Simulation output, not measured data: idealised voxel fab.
Process module, titled voxel air gaps
It is cross-section cut that appears here, measuring 270 nm in width, its square cells being 5 nm in size.
A cross-section is written here as square cells arranged in a grid, and it is given in bands from the top down, each band taking up one or more rows of cells.
What a band's entry tells you: where the top is and where the bottom is, as heights in nm, and after that what lies inside, material by material from left to right, each with its width in nm. Empty space is written as the word "blank", and a single material marked with the word "all across" occupies the band from edge to edge.
Heights are reckoned from 0. Under this level, the received wafer is all of one material. The bottommost band is open-ended downward, for example "z 0 and below".
Per-row width for "30..40": begins at first number (top row of band), ends at second number (bottom row), increment between rows held constant.
When a step is marked "left unchanged", none of the cells in the cross-section changed during that step.
Entry "Internal closed voids". Content: empty spaces with no open connection to the top, size 8 cells or greater. Each: width x height at distance. Distance: from left edge. Unit: nm.
Read whatever lies past the settings on a step's line as the simulator's own remark about the step.
The setting "overlay nm" may be written on the line of a step. When the step uses a mask, the value reports how far to the right of the planned place the mask lay, and a negative value reports that it lay to the left.

Steps in the process plan
1 RECEIVE,material Si
2 CONFORMAL_DEP,material SiO2,thk nm 15
3 CONFORMAL_DEP,material SiCN,thk nm 5
4 DIRECTIONAL_DEP,material lowk,thk nm 30
5 PATTERN,tone open,mask id LINES,material resist,width nm 25,pitch nm 50,thk nm 15,overlay nm 0
6 DIRECTIONAL_ETCH,etch materials lowk,depth nm 30
7 STRIP,etch materials resist
8 CONFORMAL_DEP,material TiN,thk nm 5
9 FILL_DEP,material W,thk nm 5
10 CMP,height nm 50
11 EPI,material Ru,thk nm 10
12 SELECTIVE_ETCH,etch materials lowk,depth nm 40
13 CONFORMAL_DEP,material SiCN,thk nm 5

Cross-sectional view of the wafer in its as-received condition, corresponding to the state after step 1
* z 0 and below: Si all across
* Internal closed voids: none

Post-module cross-section of the first of two wafers (run per plan)
* z 65 to 60: blank: 55  SiCN: 155  blank: 60
* z 60 to 50: blank: 55  SiCN: 5  Ru: 45  SiCN: 5  Ru: 45  SiCN: 5  Ru: 45  SiCN: 5  blank: 60
* z 50 to 45: blank: 55  SiCN: 15  TiN: 5  W: 15  TiN: 5  SiCN: 25  TiN: 5  W: 15  TiN: 5  SiCN: 25  TiN: 5  W: 15  TiN: 5  SiCN: 15  blank: 60
* z 45 to 25: blank: 65  SiCN: 5  TiN: 5  W: 15  TiN: 5  SiCN: 5  blank: 15  SiCN: 5  TiN: 5  W: 15  TiN: 5  SiCN: 5  blank: 15  SiCN: 5  TiN: 5  W: 15  TiN: 5  SiCN: 5  blank: 70
* z 25 to 20: SiCN: 70  TiN: 25  SiCN: 25  TiN: 25  SiCN: 25  TiN: 25  SiCN: 75
* z 20 to 15: SiCN all across
* z 15 to 0: SiO2 all across
* z 0 and below: Si all across
* Internal closed voids: 15 x 20 at 100; 15 x 20 at 150

Cross-section of the latter of the two wafers at module completion. It had an identical start and an identical plan to the former; in running it, one mistake was made
* z 65 to 60: SiCN all across
* z 60 to 50: Ru all across
* z 50 to 45: TiN: 75  W: 15  TiN: 35  W: 15  TiN: 35  W: 15  TiN: 80
* z 45 to 20: lowk: 70  TiN: 5  W: 15  TiN: 5  lowk: 25  TiN: 5  W: 15  TiN: 5  lowk: 25  TiN: 5  W: 15  TiN: 5  lowk: 75
* z 20 to 15: lowk: 70  TiN: 25  lowk: 25  TiN: 25  lowk: 25  TiN: 25  lowk: 75
* z 15 to 0: SiO2 all across
* z 0 and below: Si all across
* Internal closed voids: none
Heads up, the wafer didn't run the way we planned it: step 3 of the plan was bypassed and not carried out
Wrapping up, a cell-based count of both wafers puts the second over or under the first for these materials: +54 Ru; -118 SiCN; +45 TiN; +9 W; +234 lowk
On completion, 0 closed voids are found in the second wafer, whereas the first wafer has 2.
